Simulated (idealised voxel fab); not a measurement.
A process module follows: voxel wiring stack.
Shown is cross-section cut, with a width of 205 nm and square cells of size 5 nm.
Heads up, the way a cross-section reads in here is a grid of square cells, handed over as bands from the top down, with every band being one or more rows of cells.
The band entry comprises the height of the band's top followed by the height of its bottom, expressed in nm, and subsequently the band's materials from left to right, each stated together with its width in nm. Where a single material is marked with the word "everywhere", that material fills the band from edge to edge. The word "empty" represents empty space.
Height reference: 0 = level under which incoming wafer is all one material. Lowest band: no bottom, runs on downward, e.g. "top 0, no bottom".
Read "30->40" as a graded width: first number on top, second number at the bottom, same change between each pair of neighbouring rows.
Key: "all unchanged" - step with no changed cell in the cross-section.
In the "Closed cavities" entry, you get each enclosed empty space of 8 cells or more, one with no open way to the top, written width x height at distance, distance from the left edge, in nm.
after a step's settings: what the simulator itself notes on the step
What "overlay nm" on a step's line means: if the step has a mask, that mask lay this far to the right of its planned place, or, when the value is negative, to the left.

**This section lists the process steps that were planned**
step 1: RECEIVE: material Si
step 2: CONFORMAL_DEP: material SiO2, thk nm 15
step 3: DIRECTIONAL_DEP: material TiN, thk nm 5
step 4: DIRECTIONAL_DEP: material W, thk nm 25
step 5: PATTERN: tone cover, mask id METAL_1, material resist, width nm 30, pitch nm 55, thk nm 15, overlay nm 0
step 6: DIRECTIONAL_ETCH: etch materials W, depth nm 25
step 7: DIRECTIONAL_ETCH: etch materials TiN, depth nm 5
step 8: STRIP: etch materials resist
step 9: FILL_DEP: material lowk, thk nm 5
step 10: CMP: height nm 45
step 11: CONFORMAL_DEP: material SiCN, thk nm 5
step 12: DIRECTIONAL_DEP: material SiO2, thk nm 20
step 13: DIRECTIONAL_DEP: material aC, thk nm 10
step 14: PATTERN: tone open, mask id PLUG_1, material resist, width nm 15, pitch nm 110, thk nm 30, overlay nm 0
step 15: DIRECTIONAL_ETCH: etch materials aC, depth nm 10
step 16: STRIP: etch materials resist
step 17: DIRECTIONAL_ETCH: etch materials SiO2, depth nm 20
step 18: DIRECTIONAL_ETCH: etch materials SiCN, depth nm 5
step 19: STRIP: etch materials aC
step 20: CONFORMAL_DEP: material TiN, thk nm 5
step 21: FILL_DEP: material W, thk nm 5
step 22: CMP: height nm 70
step 23: DIRECTIONAL_DEP: material TiN, thk nm 5
step 24: DIRECTIONAL_DEP: material W, thk nm 15
step 25: PATTERN: tone cover, mask id METAL_2, material resist, width nm 30, pitch nm 55, thk nm 20, overlay nm 0
step 26: DIRECTIONAL_ETCH: etch materials W, depth nm 15
step 27: DIRECTIONAL_ETCH: etch materials TiN, depth nm 5
step 28: STRIP: etch materials resist
step 29: FILL_DEP: material SiO2, thk nm 10
step 30: CMP: height nm 90
step 31: CONFORMAL_DEP: material SiCN, thk nm 5
step 32: DIRECTIONAL_DEP: material lowk, thk nm 30
step 33: PATTERN: tone open, mask id METAL_3_HOLES, material resist, width nm 15, pitch nm 55, thk nm 20, overlay nm 0
step 34: DIRECTIONAL_ETCH: etch materials lowk, depth nm 30
step 35: STRIP: etch materials resist
step 36: MASKED_ETCH: tone open, mask id METAL_3, width nm 30, pitch nm 55, etch materials lowk, depth nm 15, overlay nm 0
step 37: MASKED_ETCH: tone open, mask id METAL_3, width nm 30, pitch nm 55, etch materials SiCN, depth nm 5, overlay nm 0
step 38: CONFORMAL_DEP: material TiN, thk nm 5
step 39: FILL_DEP: material Ru, thk nm 10
step 40: CMP: height nm 125
step 41: CONFORMAL_DEP: material SiN, thk nm 5

**First wafer out of two, processed as planned**

**This is the cross-section of the wafer as we received it, i.e. after step 1**
* top 0, no bottom  Si everywhere
* Closed cavities: none

**Cross-section through the wafer, step 2 finished**
* top 15, bottom 0  SiO2 everywhere
* Everything under 0 stays put, no change at all.

**Cross-section through the wafer, step 3 finished**
* top 20, bottom 15  TiN everywhere
* Everything under 15 stays put, no change at all.

**Cross-section through the wafer, step 4 finished**
* top 45, bottom 20  W everywhere
* Everything under 20 stays put, no change at all.

**Cross-section through the wafer, step 5 finished**
* top 60, bottom 45  empty=30 | resist=30 | empty=25 | resist=30 | empty=25 | resist=30 | empty=35
* Everything under 45 stays put, no change at all.

**Cross-section through the wafer, step 6 finished**
* top 60, bottom 45  empty=30 | resist=30 | empty=25 | resist=30 | empty=25 | resist=30 | empty=35
* top 45, bottom 20  empty=30 | W=30 | empty=25 | W=30 | empty=25 | W=30 | empty=35
* Everything under 20 stays put, no change at all.

**Cross-section through the wafer, step 7 finished**
* top 60, bottom 45  empty=30 | resist=30 | empty=25 | resist=30 | empty=25 | resist=30 | empty=35
* top 45, bottom 20  empty=30 | W=30 | empty=25 | W=30 | empty=25 | W=30 | empty=35
* top 20, bottom 15  empty=30 | TiN=30 | empty=25 | TiN=30 | empty=25 | TiN=30 | empty=35
* Everything under 15 stays put, no change at all.

**Cross-section through the wafer, step 8 finished**
* top 45, bottom 20  empty=30 | W=30 | empty=25 | W=30 | empty=25 | W=30 | empty=35
* Everything under 20 stays put, no change at all.

**Cross-section through the wafer, step 9 finished**
* top 50, bottom 45  lowk everywhere
* top 45, bottom 20  lowk=30 | W=30 | lowk=25 | W=30 | lowk=25 | W=30 | lowk=35
* top 20, bottom 15  lowk=30 | TiN=30 | lowk=25 | TiN=30 | lowk=25 | TiN=30 | lowk=35
* Everything under 15 stays put, no change at all.

**Cross-section through the wafer, step 10 finished**
* top 45, bottom 20  lowk=30 | W=30 | lowk=25 | W=30 | lowk=25 | W=30 | lowk=35
* Everything under 20 stays put, no change at all.

**Cross-section through the wafer, step 11 finished**
* top 50, bottom 45  SiCN everywhere
* Everything under 45 stays put, no change at all.

**Cross-section through the wafer, step 12 finished**
* top 70, bottom 50  SiO2 everywhere
* Everything under 50 stays put, no change at all.

**Cross-section through the wafer, step 13 finished**
* top 80, bottom 70  aC everywhere
* Everything under 70 stays put, no change at all.

**Cross-section through the wafer, step 14 finished**
* top 110, bottom 80  resist=30 | empty=15 | resist=95 | empty=15 | resist=50
* Everything under 80 stays put, no change at all.

**Cross-section through the wafer, step 15 finished**
* top 100, bottom 80  resist=30 | empty=15 | resist=95 | empty=15 | resist=50
* top 80, bottom 70  aC=30 | empty=15 | aC=95 | empty=15 | aC=50
* Everything under 70 stays put, no change at all.

**Cross-section through the wafer, step 16 finished**
* top 80, bottom 70  aC=30 | empty=15 | aC=95 | empty=15 | aC=50
* Everything under 70 stays put, no change at all.

**Cross-section through the wafer, step 17 finished**
* top 80, bottom 70  aC=30 | empty=15 | aC=95 | empty=15 | aC=50
* top 70, bottom 50  SiO2=30 | empty=15 | SiO2=95 | empty=15 | SiO2=50
* Everything under 50 stays put, no change at all.

**Cross-section through the wafer, step 18 finished**
* top 80, bottom 70  aC=30 | empty=15 | aC=95 | empty=15 | aC=50
* top 70, bottom 50  SiO2=30 | empty=15 | SiO2=95 | empty=15 | SiO2=50
* top 50, bottom 45  SiCN=30 | empty=15 | SiCN=95 | empty=15 | SiCN=50
* Everything under 45 stays put, no change at all.

**Cross-section through the wafer, step 19 finished**
* top 70, bottom 50  SiO2=30 | empty=15 | SiO2=95 | empty=15 | SiO2=50
* Everything under 50 stays put, no change at all.

**Cross-section through the wafer, step 20 finished**
* top 75, bottom 70  TiN=35 | empty=5 | TiN=105 | empty=5 | TiN=55
* top 70, bottom 50  SiO2=30 | TiN=5 | empty=5 | TiN=5 | SiO2=95 | TiN=5 | empty=5 | TiN=5 | SiO2=50
* top 50, bottom 45  SiCN=30 | TiN=15 | SiCN=95 | TiN=15 | SiCN=50
* Everything under 45 stays put, no change at all.

**Cross-section through the wafer, step 21 finished**
* top 80, bottom 75  W everywhere
* top 75, bottom 70  TiN=35 | W=5 | TiN=105 | W=5 | TiN=55
* top 70, bottom 50  SiO2=30 | TiN=5 | W=5 | TiN=5 | SiO2=95 | TiN=5 | W=5 | TiN=5 | SiO2=50
* Everything under 50 stays put, no change at all.

**Cross-section through the wafer, step 22 finished**
* top 70, bottom 50  SiO2=30 | TiN=5 | W=5 | TiN=5 | SiO2=95 | TiN=5 | W=5 | TiN=5 | SiO2=50
* Everything under 50 stays put, no change at all.

**Cross-section through the wafer, step 23 finished**
* top 75, bottom 70  TiN everywhere
* Everything under 70 stays put, no change at all.

**Cross-section through the wafer, step 24 finished**
* top 90, bottom 75  W everywhere
* Everything under 75 stays put, no change at all.

**Cross-section through the wafer, step 25 finished**
* top 110, bottom 90  empty=30 | resist=30 | empty=25 | resist=30 | empty=25 | resist=30 | empty=35
* Everything under 90 stays put, no change at all.

**Cross-section through the wafer, step 26 finished**
* top 110, bottom 90  empty=30 | resist=30 | empty=25 | resist=30 | empty=25 | resist=30 | empty=35
* top 90, bottom 75  empty=30 | W=30 | empty=25 | W=30 | empty=25 | W=30 | empty=35
* Everything under 75 stays put, no change at all.

**Cross-section through the wafer, step 27 finished**
* top 110, bottom 90  empty=30 | resist=30 | empty=25 | resist=30 | empty=25 | resist=30 | empty=35
* top 90, bottom 75  empty=30 | W=30 | empty=25 | W=30 | empty=25 | W=30 | empty=35
* top 75, bottom 70  empty=30 | TiN=30 | empty=25 | TiN=30 | empty=25 | TiN=30 | empty=35
* Everything under 70 stays put, no change at all.

**Cross-section through the wafer, step 28 finished**
* top 90, bottom 75  empty=30 | W=30 | empty=25 | W=30 | empty=25 | W=30 | empty=35
* Everything under 75 stays put, no change at all.

**Cross-section through the wafer, step 29 finished**
* top 100, bottom 90  SiO2 everywhere
* top 90, bottom 75  SiO2=30 | W=30 | SiO2=25 | W=30 | SiO2=25 | W=30 | SiO2=35
* top 75, bottom 70  SiO2=30 | TiN=30 | SiO2=25 | TiN=30 | SiO2=25 | TiN=30 | SiO2=35
* Everything under 70 stays put, no change at all.

**Cross-section through the wafer, step 30 finished**
* top 90, bottom 75  SiO2=30 | W=30 | SiO2=25 | W=30 | SiO2=25 | W=30 | SiO2=35
* Everything under 75 stays put, no change at all.

**Cross-section through the wafer, step 31 finished**
* top 95, bottom 90  SiCN everywhere
* Everything under 90 stays put, no change at all.

**Cross-section through the wafer, step 32 finished**
* top 125, bottom 95  lowk everywhere
* Everything under 95 stays put, no change at all.

**Cross-section through the wafer, step 33 finished**
* top 145, bottom 125  resist=30 | empty=15 | resist=40 | empty=15 | resist=40 | empty=15 | resist=50
* Everything under 125 stays put, no change at all.

**Cross-section through the wafer, step 34 finished**
* top 145, bottom 125  resist=30 | empty=15 | resist=40 | empty=15 | resist=40 | empty=15 | resist=50
* top 125, bottom 95  lowk=30 | empty=15 | lowk=40 | empty=15 | lowk=40 | empty=15 | lowk=50
* Everything under 95 stays put, no change at all.

**Cross-section through the wafer, step 35 finished**
* top 125, bottom 95  lowk=30 | empty=15 | lowk=40 | empty=15 | lowk=40 | empty=15 | lowk=50
* Everything under 95 stays put, no change at all.

**Cross-section through the wafer, step 36 finished**
* top 125, bottom 110  lowk=30 | empty=30 | lowk=25 | empty=30 | lowk=25 | empty=30 | lowk=35
* Everything under 110 stays put, no change at all.

**Cross-section through the wafer, step 37 finished**
* top 125, bottom 110  lowk=30 | empty=30 | lowk=25 | empty=30 | lowk=25 | empty=30 | lowk=35
* top 110, bottom 95  lowk=30 | empty=15 | lowk=40 | empty=15 | lowk=40 | empty=15 | lowk=50
* top 95, bottom 90  SiCN=30 | empty=15 | SiCN=40 | empty=15 | SiCN=40 | empty=15 | SiCN=50
* Everything under 90 stays put, no change at all.

**Cross-section through the wafer, step 38 finished**
* top 130, bottom 125  TiN=35 | empty=20 | TiN=35 | empty=20 | TiN=35 | empty=20 | TiN=40
* top 125, bottom 115  lowk=30 | TiN=5 | empty=20 | TiN=5 | lowk=25 | TiN=5 | empty=20 | TiN=5 | lowk=25 | TiN=5 | empty=20 | TiN=5 | lowk=35
* top 115, bottom 110  lowk=30 | TiN=5 | empty=5 | TiN=20 | lowk=25 | TiN=5 | empty=5 | TiN=20 | lowk=25 | TiN=5 | empty=5 | TiN=20 | lowk=35
* top 110, bottom 95  lowk=30 | TiN=5 | empty=5 | TiN=5 | lowk=40 | TiN=5 | empty=5 | TiN=5 | lowk=40 | TiN=5 | empty=5 | TiN=5 | lowk=50
* top 95, bottom 90  SiCN=30 | TiN=15 | SiCN=40 | TiN=15 | SiCN=40 | TiN=15 | SiCN=50
* Everything under 90 stays put, no change at all.

**Cross-section through the wafer, step 39 finished**
* top 140, bottom 130  Ru everywhere
* top 130, bottom 125  TiN=35 | Ru=20 | TiN=35 | Ru=20 | TiN=35 | Ru=20 | TiN=40
* top 125, bottom 115  lowk=30 | TiN=5 | Ru=20 | TiN=5 | lowk=25 | TiN=5 | Ru=20 | TiN=5 | lowk=25 | TiN=5 | Ru=20 | TiN=5 | lowk=35
* top 115, bottom 110  lowk=30 | TiN=5 | Ru=5 | TiN=20 | lowk=25 | TiN=5 | Ru=5 | TiN=20 | lowk=25 | TiN=5 | Ru=5 | TiN=20 | lowk=35
* top 110, bottom 95  lowk=30 | TiN=5 | Ru=5 | TiN=5 | lowk=40 | TiN=5 | Ru=5 | TiN=5 | lowk=40 | TiN=5 | Ru=5 | TiN=5 | lowk=50
* Everything under 95 stays put, no change at all.

**Cross-section through the wafer, step 40 finished**
* top 125, bottom 115  lowk=30 | TiN=5 | Ru=20 | TiN=5 | lowk=25 | TiN=5 | Ru=20 | TiN=5 | lowk=25 | TiN=5 | Ru=20 | TiN=5 | lowk=35
* Everything under 115 stays put, no change at all.

**Cross-section through the wafer, step 41 finished**
* top 130, bottom 125  SiN everywhere
* Everything under 125 stays put, no change at all.

**Wafer two of two - same starting point, same process plan, one mistake in execution; matches wafer one up to and including step 29**

**Second wafer, cut view, end of step 30 per plan**
* top 85, bottom 75  SiO2=30 | W=30 | SiO2=25 | W=30 | SiO2=25 | W=30 | SiO2=35
* Everything under 75 stays put, no change at all.

**Second wafer, cut view, end of step 31 per plan**
* top 90, bottom 85  SiCN everywhere
* Everything under 85 stays put, no change at all.

**Second wafer, cut view, end of step 32 per plan**
* top 120, bottom 90  lowk everywhere
* Everything under 90 stays put, no change at all.

**Second wafer, cut view, end of step 33 per plan**
* top 140, bottom 120  resist=30 | empty=15 | resist=40 | empty=15 | resist=40 | empty=15 | resist=50
* Everything under 120 stays put, no change at all.

**Second wafer, cut view, end of step 34 per plan**
* top 140, bottom 120  resist=30 | empty=15 | resist=40 | empty=15 | resist=40 | empty=15 | resist=50
* top 120, bottom 90  lowk=30 | empty=15 | lowk=40 | empty=15 | lowk=40 | empty=15 | lowk=50
* Everything under 90 stays put, no change at all.

**Second wafer, cut view, end of step 35 per plan**
* top 120, bottom 90  lowk=30 | empty=15 | lowk=40 | empty=15 | lowk=40 | empty=15 | lowk=50
* Everything under 90 stays put, no change at all.

**Second wafer, cut view, end of step 36 per plan**
* top 120, bottom 105  lowk=30 | empty=30 | lowk=25 | empty=30 | lowk=25 | empty=30 | lowk=35
* Everything under 105 stays put, no change at all.

**Second wafer, cut view, end of step 37 per plan**
* top 120, bottom 105  lowk=30 | empty=30 | lowk=25 | empty=30 | lowk=25 | empty=30 | lowk=35
* top 105, bottom 90  lowk=30 | empty=15 | lowk=40 | empty=15 | lowk=40 | empty=15 | lowk=50
* top 90, bottom 85  SiCN=30 | empty=15 | SiCN=40 | empty=15 | SiCN=40 | empty=15 | SiCN=50
* Everything under 85 stays put, no change at all.

**Second wafer, cut view, end of step 38 per plan**
* top 125, bottom 120  TiN=35 | empty=20 | TiN=35 | empty=20 | TiN=35 | empty=20 | TiN=40
* top 120, bottom 110  lowk=30 | TiN=5 | empty=20 | TiN=5 | lowk=25 | TiN=5 | empty=20 | TiN=5 | lowk=25 | TiN=5 | empty=20 | TiN=5 | lowk=35
* top 110, bottom 105  lowk=30 | TiN=5 | empty=5 | TiN=20 | lowk=25 | TiN=5 | empty=5 | TiN=20 | lowk=25 | TiN=5 | empty=5 | TiN=20 | lowk=35
* top 105, bottom 90  lowk=30 | TiN=5 | empty=5 | TiN=5 | lowk=40 | TiN=5 | empty=5 | TiN=5 | lowk=40 | TiN=5 | empty=5 | TiN=5 | lowk=50
* top 90, bottom 85  SiCN=30 | TiN=15 | SiCN=40 | TiN=15 | SiCN=40 | TiN=15 | SiCN=50
* Everything under 85 stays put, no change at all.

**Second wafer, cut view, end of step 39 per plan**
* top 135, bottom 125  Ru everywhere
* top 125, bottom 120  TiN=35 | Ru=20 | TiN=35 | Ru=20 | TiN=35 | Ru=20 | TiN=40
* top 120, bottom 110  lowk=30 | TiN=5 | Ru=20 | TiN=5 | lowk=25 | TiN=5 | Ru=20 | TiN=5 | lowk=25 | TiN=5 | Ru=20 | TiN=5 | lowk=35
* top 110, bottom 105  lowk=30 | TiN=5 | Ru=5 | TiN=20 | lowk=25 | TiN=5 | Ru=5 | TiN=20 | lowk=25 | TiN=5 | Ru=5 | TiN=20 | lowk=35
* top 105, bottom 90  lowk=30 | TiN=5 | Ru=5 | TiN=5 | lowk=40 | TiN=5 | Ru=5 | TiN=5 | lowk=40 | TiN=5 | Ru=5 | TiN=5 | lowk=50
* Everything under 90 stays put, no change at all.

**Second wafer, cut view, end of step 40 per plan**
* top 125, bottom 120  TiN=35 | Ru=20 | TiN=35 | Ru=20 | TiN=35 | Ru=20 | TiN=40
* Everything under 120 stays put, no change at all.

**Second wafer, cut view, end of step 41 per plan**
* top 130, bottom 125  SiN everywhere
* Everything under 125 stays put, no change at all.
Against the plan, the run slipped here: step 30 did not use the planned setting and instead ran as CMP: height nm 85
The second wafer ends with more or fewer cells of some materials than the first, per final count: 12 more of Ru; 23 fewer of SiO2; 29 more of TiN; 18 fewer of W
